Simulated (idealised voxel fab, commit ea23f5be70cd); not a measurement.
process module | voxel tone inversion
cross-section cut | 210 nm wide | cells 5 nm
A cross-section is a grid of square cells, given in bands from the top down. A band is one or more rows of cells.
Each band's line starts with the height of the band's top and of its bottom, in nm. Then come its materials from left to right, each with its width in nm. One material with "throughout" fills the band from edge to edge. "air" is empty space.
Height 0 is the level under which the wafer as received is all one material. The lowest band goes on downwards, as in "0 down".
A width such as "30 to 40" changes by the same amount from each row of cells to the next, from the band's top row to its bottom row.
"no change" after a step means that no cell of the cross-section changed.
closed voids: empty space of 8 cells or more with no open way to the top, each as width x height at its distance from the left edge, in nm
after a step's settings: what the simulator itself notes on the step
overlay nm, on a step with a mask: how far to the right of its planned place the mask lay; to the left if negative
plan
1 op RECEIVE | material Si
2 op CONFORMAL_DEP | material SiN | thk nm 10
3 op DIRECTIONAL_DEP | material aC | thk nm 25
4 op PATTERN | tone cover | mask id POSTS | material resist | width nm 15 | pitch nm 45 | thk nm 30 | overlay nm 0
5 op DIRECTIONAL_ETCH | etch materials aC | depth nm 25
6 op STRIP | etch materials resist
7 op FILL_DEP | material lowk | thk nm 5
8 op CMP | height nm 35
9 op STRIP | etch materials aC
as received, after step 1
  0 down: Si throughout
  closed voids: none
first wafer at the end, as planned
  35 to 10: lowk 75 | air 15 | lowk 30 | air 15 | lowk 75
  10 to 0: SiN throughout
  0 down: Si throughout
  closed voids: none
second wafer at the end: like start, like plan, one mistake
  35 to 15: lowk 75 | air 15 | lowk 30 | air 15 | lowk 75
  15 to 0: SiN throughout
  0 down: Si throughout
  closed voids: none
what went wrong: step 2 ran as: op CONFORMAL_DEP | material SiN | thk nm 15
at the end the second wafer has, in cells: 42 more of SiN | 36 fewer of lowk
